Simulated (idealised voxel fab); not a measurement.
process module | voxel transistor to metal
For reference, the cross-section in this document is cut, with width 205 nm and square cells of 5 nm.
Just so we're on the same page, the cross-sections are grids of square cells, and they're listed out in bands top to bottom, each band one or more rows deep.
Within each band entry, the heights of the top and of the bottom of the band appear first, in that order and in nm; the materials of the band then follow from left to right, each with its corresponding width in nm. The designation "throughout" on a single material indicates that it fills the band from edge to edge; the designation "air" indicates empty space.
The level at which height equals 0 is the one under which the wafer, as it arrives, is entirely one material. No lower edge exists for the bottom band, which continues downward and is notated as in "top 0, no bottom".
The width entry "30 to 40" should be interpreted row by row: the top row of cells in the band takes the first number, the bottom row takes the second number, and the change between adjacent rows is uniform throughout.
"nothing different", as given for a step, is the statement that not any cell of the cross-section underwent a change during that step.
If an empty space has no open way to the top and is at least 8 cells in size, "Trapped void list" lists it, written width x height at distance, where distance is measured from the left edge and every value is in nm.
Post-settings text on a step line: simulator's own remark regarding the step.
overlay nm: where the mask lay relative to plan, measured to the right, on steps with a mask; negatives go left.

[Below is the list of planned process steps]
1: RECEIVE: material Si
2: CONFORMAL_DEP: material SiO2, thk nm 5
3: CONFORMAL_DEP: material SiN, thk nm 15
4: DIRECTIONAL_DEP: material aC, thk nm 15
5: PATTERN: tone cover, mask id ACTIVE, material resist, width nm 105, thk nm 30, overlay nm 0
6: DIRECTIONAL_ETCH: etch materials aC, depth nm 15
7: STRIP: etch materials resist
8: DIRECTIONAL_ETCH: etch materials SiN, depth nm 15
9: DIRECTIONAL_ETCH: etch materials SiO2, depth nm 5
10: DIRECTIONAL_ETCH: etch materials Si, depth nm 35
11: STRIP: etch materials aC
12: FILL_DEP: material SiO2, thk nm 15
13: CMP: height nm 20
14: SELECTIVE_ETCH: etch materials SiO2, depth nm 15
15: STRIP: etch materials SiN
16: SELECTIVE_ETCH: etch materials SiO2, depth nm 5
17: OXIDIZE: depth nm 5
18: DIRECTIONAL_DEP: material polySi, thk nm 20
19: DIRECTIONAL_DEP: material SiCN, thk nm 10
20: MASKED_ETCH: tone cover, mask id GATE, width nm 25, etch materials SiCN, depth nm 20, overlay nm 0
21: MASKED_ETCH: tone cover, mask id GATE, width nm 25, etch materials polySi, depth nm 30, overlay nm 0
22: CONFORMAL_DEP: material SiO2, thk nm 5
23: DIRECTIONAL_ETCH: etch materials SiO2, depth nm 5
24: CONFORMAL_DEP: material SiN, thk nm 10
25: DIRECTIONAL_ETCH: etch materials SiN, depth nm 10
26: DIRECTIONAL_ETCH: etch materials SiO2, depth nm 5
27: DIRECTIONAL_ETCH: etch materials Si, depth nm 15
28: EPI: material nSi, thk nm 15
29: FILL_DEP: material SiO2, thk nm 5
30: CMP: height nm 30
31: DIRECTIONAL_DEP: material SiO2, thk nm 15
32: PATTERN: tone open, mask id CONTACT, material resist, width nm 25, pitch nm 60, thk nm 20, overlay nm 0
33: DIRECTIONAL_ETCH: etch materials SiO2, depth nm 35
34: STRIP: etch materials resist
35: CONFORMAL_DEP: material TiN, thk nm 5
36: FILL_DEP: material Ru, thk nm 5
37: CMP: height nm 45
38: DIRECTIONAL_DEP: material TiN, thk nm 5
39: DIRECTIONAL_DEP: material Ru, thk nm 20
40: PATTERN: tone cover, mask id METAL_1, material resist, width nm 15, pitch nm 70, thk nm 20, overlay nm 0
41: DIRECTIONAL_ETCH: etch materials Ru, depth nm 20
42: DIRECTIONAL_ETCH: etch materials TiN, depth nm 5
43: STRIP: etch materials resist
44: CONFORMAL_DEP: material SiN, thk nm 5
45: FILL_DEP: material SiO2, thk nm 5
46: CMP: height nm 70
47: CONFORMAL_DEP: material SiN, thk nm 5

[First of two wafers, with the run carried out as planned]

[Cross-section of the wafer upon arrival, representing the state reached after step 1]
	top 0, no bottom | Si throughout
	Trapped void list: none

[The wafer in cross-section once step 2 is complete]
	top 5, bottom 0 | SiO2 throughout
	Lower than 0, everything is as it was.

[The wafer in cross-section once step 3 is complete]
	top 20, bottom 5 | SiN throughout
	Lower than 5, everything is as it was.

[The wafer in cross-section once step 4 is complete]
	top 35, bottom 20 | aC throughout
	Lower than 20, everything is as it was.

[The wafer in cross-section once step 5 is complete]
	top 65, bottom 35 | air=50, resist=105, air=50
	Lower than 35, everything is as it was.

[The wafer in cross-section once step 6 is complete]
	top 50, bottom 35 | air=50, resist=105, air=50
	top 35, bottom 20 | air=50, aC=105, air=50
	Lower than 20, everything is as it was.

[The wafer in cross-section once step 7 is complete]
	top 35, bottom 20 | air=50, aC=105, air=50
	Lower than 20, everything is as it was.

[The wafer in cross-section once step 8 is complete]
	top 35, bottom 20 | air=50, aC=105, air=50
	top 20, bottom 5 | air=50, SiN=105, air=50
	Lower than 5, everything is as it was.

[The wafer in cross-section once step 9 is complete]
	top 35, bottom 20 | air=50, aC=105, air=50
	top 20, bottom 5 | air=50, SiN=105, air=50
	top 5, bottom 0 | air=50, SiO2=105, air=50
	Lower than 0, everything is as it was.

[The wafer in cross-section once step 10 is complete]
	top 35, bottom 20 | air=50, aC=105, air=50
	top 20, bottom 5 | air=50, SiN=105, air=50
	top 5, bottom 0 | air=50, SiO2=105, air=50
	top 0, bottom -35 | air=50, Si=105, air=50
	Lower than -35, everything is as it was.

[The wafer in cross-section once step 11 is complete]
	top 20, bottom 5 | air=50, SiN=105, air=50
	Lower than 5, everything is as it was.

[The wafer in cross-section once step 12 is complete]
	top 35, bottom 20 | SiO2 throughout
	top 20, bottom 5 | SiO2=50, SiN=105, SiO2=50
	top 5, bottom 0 | SiO2 throughout
	top 0, bottom -35 | SiO2=50, Si=105, SiO2=50
	Lower than -35, everything is as it was.

[The wafer in cross-section once step 13 is complete]
	top 20, bottom 5 | SiO2=50, SiN=105, SiO2=50
	Lower than 5, everything is as it was.

[The wafer in cross-section once step 14 is complete]
	top 20, bottom 5 | air=50, SiN=105, air=50
	Lower than 5, everything is as it was.

[The wafer in cross-section once step 15 is complete]
	top 5, bottom 0 | SiO2 throughout
	Lower than 0, everything is as it was.

[The wafer in cross-section once step 16 is complete]
	top 0, bottom -35 | SiO2=50, Si=105, SiO2=50
	Lower than -35, everything is as it was.

[The wafer in cross-section once step 17 is complete]
	top 0, bottom -5 | SiO2 throughout
	Lower than -5, everything is as it was.

[The wafer in cross-section once step 18 is complete]
	top 20, bottom 0 | polySi throughout
	Lower than 0, everything is as it was.

[The wafer in cross-section once step 19 is complete]
	top 30, bottom 20 | SiCN throughout
	Lower than 20, everything is as it was.

[The wafer in cross-section once step 20 is complete]
	top 30, bottom 20 | air=90, SiCN=25, air=90
	Lower than 20, everything is as it was.

[The wafer in cross-section once step 21 is complete]
	top 30, bottom 20 | air=90, SiCN=25, air=90
	top 20, bottom 0 | air=90, polySi=25, air=90
	Lower than 0, everything is as it was.

[The wafer in cross-section once step 22 is complete]
	top 35, bottom 30 | air=85, SiO2=35, air=85
	top 30, bottom 20 | air=85, SiO2=5, SiCN=25, SiO2=5, air=85
	top 20, bottom 5 | air=85, SiO2=5, polySi=25, SiO2=5, air=85
	top 5, bottom 0 | SiO2=90, polySi=25, SiO2=90
	Lower than 0, everything is as it was.

[The wafer in cross-section once step 23 is complete]
	top 30, bottom 20 | air=85, SiO2=5, SiCN=25, SiO2=5, air=85
	top 20, bottom 0 | air=85, SiO2=5, polySi=25, SiO2=5, air=85
	Lower than 0, everything is as it was.

[The wafer in cross-section once step 24 is complete]
	top 40, bottom 30 | air=75, SiN=55, air=75
	top 30, bottom 20 | air=75, SiN=10, SiO2=5, SiCN=25, SiO2=5, SiN=10, air=75
	top 20, bottom 10 | air=75, SiN=10, SiO2=5, polySi=25, SiO2=5, SiN=10, air=75
	top 10, bottom 0 | SiN=85, SiO2=5, polySi=25, SiO2=5, SiN=85
	Lower than 0, everything is as it was.

[The wafer in cross-section once step 25 is complete]
	top 30, bottom 20 | air=75, SiN=10, SiO2=5, SiCN=25, SiO2=5, SiN=10, air=75
	top 20, bottom 0 | air=75, SiN=10, SiO2=5, polySi=25, SiO2=5, SiN=10, air=75
	Lower than 0, everything is as it was.

[The wafer in cross-section once step 26 is complete]
	top 30, bottom 25 | air=75, SiN=10, air=5, SiCN=25, air=5, SiN=10, air=75
	top 25, bottom 20 | air=75, SiN=10, SiO2=5, SiCN=25, SiO2=5, SiN=10, air=75
	top 20, bottom 0 | air=75, SiN=10, SiO2=5, polySi=25, SiO2=5, SiN=10, air=75
	top 0, bottom -5 | air=75, SiO2=55, air=75
	Lower than -5, everything is as it was.

[The wafer in cross-section once step 27 is complete]
	top 30, bottom 25 | air=75, SiN=10, air=5, SiCN=25, air=5, SiN=10, air=75
	top 25, bottom 20 | air=75, SiN=10, SiO2=5, SiCN=25, SiO2=5, SiN=10, air=75
	top 20, bottom 0 | air=75, SiN=10, SiO2=5, polySi=25, SiO2=5, SiN=10, air=75
	top 0, bottom -5 | air=75, SiO2=55, air=75
	top -5, bottom -20 | SiO2=50, air=25, Si=55, air=25, SiO2=50
	Lower than -20, everything is as it was.

[The wafer in cross-section once step 28 is complete]
	top 30, bottom 25 | air=75, SiN=10, air=5, SiCN=25, air=5, SiN=10, air=75
	top 25, bottom 20 | air=75, SiN=10, SiO2=5, SiCN=25, SiO2=5, SiN=10, air=75
	top 20, bottom 10 | air=75, SiN=10, SiO2=5, polySi=25, SiO2=5, SiN=10, air=75
	top 10, bottom 0 | air=60, nSi=15, SiN=10, SiO2=5, polySi=25, SiO2=5, SiN=10, nSi=15, air=60
	top 0, bottom -5 | air=60, nSi=15, SiO2=55, nSi=15, air=60
	top -5, bottom -20 | SiO2=50, nSi=25, Si=55, nSi=25, SiO2=50
	Lower than -20, everything is as it was.

[The wafer in cross-section once step 29 is complete]
	top 35, bottom 30 | SiO2 throughout
	top 30, bottom 20 | SiO2=75, SiN=10, SiO2=5, SiCN=25, SiO2=5, SiN=10, SiO2=75
	top 20, bottom 10 | SiO2=75, SiN=10, SiO2=5, polySi=25, SiO2=5, SiN=10, SiO2=75
	top 10, bottom 0 | SiO2=60, nSi=15, SiN=10, SiO2=5, polySi=25, SiO2=5, SiN=10, nSi=15, SiO2=60
	top 0, bottom -5 | SiO2=60, nSi=15, SiO2=55, nSi=15, SiO2=60
	Lower than -5, everything is as it was.

[The wafer in cross-section once step 30 is complete]
	top 30, bottom 20 | SiO2=75, SiN=10, SiO2=5, SiCN=25, SiO2=5, SiN=10, SiO2=75
	Lower than 20, everything is as it was.

[The wafer in cross-section once step 31 is complete]
	top 45, bottom 30 | SiO2 throughout
	Lower than 30, everything is as it was.

[The wafer in cross-section once step 32 is complete]
	top 65, bottom 45 | resist=60, air=25, resist=35, air=25, resist=60
	Lower than 45, everything is as it was.

[The wafer in cross-section once step 33 is complete]
	top 65, bottom 45 | resist=60, air=25, resist=35, air=25, resist=60
	top 45, bottom 30 | SiO2=60, air=25, SiO2=35, air=25, SiO2=60
	top 30, bottom 20 | SiO2=60, air=15, SiN=10, SiO2=5, SiCN=25, SiO2=5, SiN=10, air=15, SiO2=60
	top 20, bottom 10 | SiO2=60, air=15, SiN=10, SiO2=5, polySi=25, SiO2=5, SiN=10, air=15, SiO2=60
	Lower than 10, everything is as it was.

[The wafer in cross-section once step 34 is complete]
	top 45, bottom 30 | SiO2=60, air=25, SiO2=35, air=25, SiO2=60
	Lower than 30, everything is as it was.

[The wafer in cross-section once step 35 is complete]
	top 50, bottom 45 | TiN=65, air=15, TiN=45, air=15, TiN=65
	top 45, bottom 35 | SiO2=60, TiN=5, air=15, TiN=5, SiO2=35, TiN=5, air=15, TiN=5, SiO2=60
	top 35, bottom 30 | SiO2=60, TiN=5, air=5, TiN=15, SiO2=35, TiN=15, air=5, TiN=5, SiO2=60
	top 30, bottom 20 | SiO2=60, TiN=5, air=5, TiN=5, SiN=10, SiO2=5, SiCN=25, SiO2=5, SiN=10, TiN=5, air=5, TiN=5, SiO2=60
	top 20, bottom 15 | SiO2=60, TiN=5, air=5, TiN=5, SiN=10, SiO2=5, polySi=25, SiO2=5, SiN=10, TiN=5, air=5, TiN=5, SiO2=60
	top 15, bottom 10 | SiO2=60, TiN=15, SiN=10, SiO2=5, polySi=25, SiO2=5, SiN=10, TiN=15, SiO2=60
	Lower than 10, everything is as it was.

[The wafer in cross-section once step 36 is complete]
	top 55, bottom 50 | Ru throughout
	top 50, bottom 45 | TiN=65, Ru=15, TiN=45, Ru=15, TiN=65
	top 45, bottom 35 | SiO2=60, TiN=5, Ru=15, TiN=5, SiO2=35, TiN=5, Ru=15, TiN=5, SiO2=60
	top 35, bottom 30 | SiO2=60, TiN=5, Ru=5, TiN=15, SiO2=35, TiN=15, Ru=5, TiN=5, SiO2=60
	top 30, bottom 20 | SiO2=60, TiN=5, Ru=5, TiN=5, SiN=10, SiO2=5, SiCN=25, SiO2=5, SiN=10, TiN=5, Ru=5, TiN=5, SiO2=60
	top 20, bottom 15 | SiO2=60, TiN=5, Ru=5, TiN=5, SiN=10, SiO2=5, polySi=25, SiO2=5, SiN=10, TiN=5, Ru=5, TiN=5, SiO2=60
	Lower than 15, everything is as it was.

[The wafer in cross-section once step 37 is complete]
	top 45, bottom 35 | SiO2=60, TiN=5, Ru=15, TiN=5, SiO2=35, TiN=5, Ru=15, TiN=5, SiO2=60
	Lower than 35, everything is as it was.

[The wafer in cross-section once step 38 is complete]
	top 50, bottom 45 | TiN throughout
	Lower than 45, everything is as it was.

[The wafer in cross-section once step 39 is complete]
	top 70, bottom 50 | Ru throughout
	Lower than 50, everything is as it was.

[The wafer in cross-section once step 40 is complete]
	top 90, bottom 70 | air=60, resist=15, air=55, resist=15, air=60
	Lower than 70, everything is as it was.

[The wafer in cross-section once step 41 is complete]
	top 90, bottom 70 | air=60, resist=15, air=55, resist=15, air=60
	top 70, bottom 50 | air=60, Ru=15, air=55, Ru=15, air=60
	Lower than 50, everything is as it was.

[The wafer in cross-section once step 42 is complete]
	top 90, bottom 70 | air=60, resist=15, air=55, resist=15, air=60
	top 70, bottom 50 | air=60, Ru=15, air=55, Ru=15, air=60
	top 50, bottom 45 | air=60, TiN=15, air=55, TiN=15, air=60
	Lower than 45, everything is as it was.

[The wafer in cross-section once step 43 is complete]
	top 70, bottom 50 | air=60, Ru=15, air=55, Ru=15, air=60
	Lower than 50, everything is as it was.

[The wafer in cross-section once step 44 is complete]
	top 75, bottom 70 | air=55, SiN=25, air=45, SiN=25, air=55
	top 70, bottom 50 | air=55, SiN=5, Ru=15, SiN=5, air=45, SiN=5, Ru=15, SiN=5, air=55
	top 50, bottom 45 | SiN=60, TiN=15, SiN=55, TiN=15, SiN=60
	Lower than 45, everything is as it was.

[The wafer in cross-section once step 45 is complete]
	top 80, bottom 75 | SiO2 throughout
	top 75, bottom 70 | SiO2=55, SiN=25, SiO2=45, SiN=25, SiO2=55
	top 70, bottom 50 | SiO2=55, SiN=5, Ru=15, SiN=5, SiO2=45, SiN=5, Ru=15, SiN=5, SiO2=55
	Lower than 50, everything is as it was.

[The wafer in cross-section once step 46 is complete]
	top 70, bottom 50 | SiO2=55, SiN=5, Ru=15, SiN=5, SiO2=45, SiN=5, Ru=15, SiN=5, SiO2=55
	Lower than 50, everything is as it was.

[The wafer in cross-section once step 47 is complete]
	top 75, bottom 70 | SiN throughout
	Lower than 70, everything is as it was.

[Second wafer: same start and same plan as the first, one execution error; identical to the first through step 37]

[when step 38 should have ended]
	top 65, bottom 45 | Ru throughout
	Lower than 45, everything is as it was.

[when step 39 should have ended]
	top 70, bottom 65 | TiN throughout
	Lower than 65, everything is as it was.

[when step 40 should have ended]
	top 90, bottom 70 | air=60, resist=15, air=55, resist=15, air=60
	Lower than 70, everything is as it was.

when step 41 should have ended: nothing different

[when step 42 should have ended]
	top 90, bottom 70 | air=60, resist=15, air=55, resist=15, air=60
	top 70, bottom 65 | air=60, TiN=15, air=55, TiN=15, air=60
	Lower than 65, everything is as it was.

[when step 43 should have ended]
	top 70, bottom 65 | air=60, TiN=15, air=55, TiN=15, air=60
	Lower than 65, everything is as it was.

[when step 44 should have ended]
	top 75, bottom 70 | air=55, SiN=25, air=45, SiN=25, air=55
	top 70, bottom 65 | SiN=60, TiN=15, SiN=55, TiN=15, SiN=60
	Lower than 65, everything is as it was.

[when step 45 should have ended]
	top 80, bottom 75 | SiO2 throughout
	top 75, bottom 70 | SiO2=55, SiN=25, SiO2=45, SiN=25, SiO2=55
	Lower than 70, everything is as it was.

[when step 46 should have ended]
	top 70, bottom 65 | SiN=60, TiN=15, SiN=55, TiN=15, SiN=60
	Lower than 65, everything is as it was.

[when step 47 should have ended]
	top 75, bottom 70 | SiN throughout
	Lower than 70, everything is as it was.
Plan not followed: steps 38 and 39 run out of order (swapped)
Heads up, by the end the second wafer has more or fewer cells of some materials compared to the first: 140 more of Ru, 16 fewer of SiN, 124 fewer of SiO2
